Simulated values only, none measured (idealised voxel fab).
process module | voxel ribs on slabs
cross-section cut | 295 nm wide | cells 5 nm
A cross-section is a grid of square cells, given in bands from the top down. A band is one or more rows of cells.
Each band's line starts with the height of the band's top and of its bottom, in nm. Then come its materials from left to right, each with its width in nm. One material with "throughout" fills the band from edge to edge. "air" is empty space.
Height 0 is the level under which the wafer as received is all one material. The lowest band goes on downwards, as in "0 down".
A width such as "30 to 40" changes by the same amount from each row of cells to the next, from the band's top row to its bottom row.
"no change" after a step means that no cell of the cross-section changed.
closed voids: empty space of 8 cells or more with no open way to the top, each as width x height at its distance from the left edge, in nm
after a step's settings: what the simulator itself notes on the step
overlay nm, on a step with a mask: how far to the right of its planned place the mask lay; to the left if negative
plan
1 op RECEIVE | material Si
2 op DIRECTIONAL_DEP | material SiO2 | thk nm 20
3 op DIRECTIONAL_DEP | material SiN | thk nm 15
4 op MASKED_ETCH | tone cover | mask id RIB | width nm 20 | etch materials SiN | depth nm 5 | overlay nm 0
5 op DIRECTIONAL_DEP | material aC | thk nm 15
6 op PATTERN | tone cover | mask id SLAB | material resist | width nm 50 | thk nm 30 | overlay nm 0
7 op DIRECTIONAL_ETCH | etch materials aC | depth nm 15
8 op STRIP | etch materials resist
9 op DIRECTIONAL_ETCH | etch materials SiN | depth nm 10
10 op STRIP | etch materials aC
11 op FILL_DEP | material SiO2 | thk nm 20
12 op CMP | height nm 45
13 op DIRECTIONAL_DEP | material TiN | thk nm 5
14 op PATTERN | tone cover | mask id HEATER | material resist | width nm 30 | thk nm 15 | overlay nm 0
15 op DIRECTIONAL_ETCH | etch materials TiN | depth nm 5
16 op STRIP | etch materials resist
17 op CONFORMAL_DEP | material SiO2 | thk nm 10
as received, after step 1
  0 down: Si throughout
  closed voids: none
first wafer at the end, as planned
  60 to 55: air 120 | SiO2 50 | air 125
  55 to 50: SiO2 throughout
  50 to 45: SiO2 130 | TiN 30 | SiO2 135
  45 to 35: SiO2 throughout
  35 to 30: SiO2 135 | SiN 20 | SiO2 140
  30 to 20: SiO2 120 | SiN 50 | SiO2 125
  20 to 0: SiO2 throughout
  0 down: Si throughout
  closed voids: none
second wafer at the end: like start, like plan, one mistake
  60 to 55: air 120 | SiO2 50 | air 125
  55 to 50: SiO2 throughout
  50 to 45: SiO2 130 | TiN 30 | SiO2 135
  45 to 35: SiO2 throughout
  35 to 20: SiO2 135 | SiN 20 | SiO2 140
  20 to 0: SiO2 throughout
  0 down: Si throughout
  closed voids: none
what went wrong: step 4 ran as: op MASKED_ETCH | tone cover | mask id RIB | width nm 20 | etch materials SiN | depth nm 15 | overlay nm 0
at the end the second wafer has, in cells: 12 fewer of SiN | 12 more of SiO2
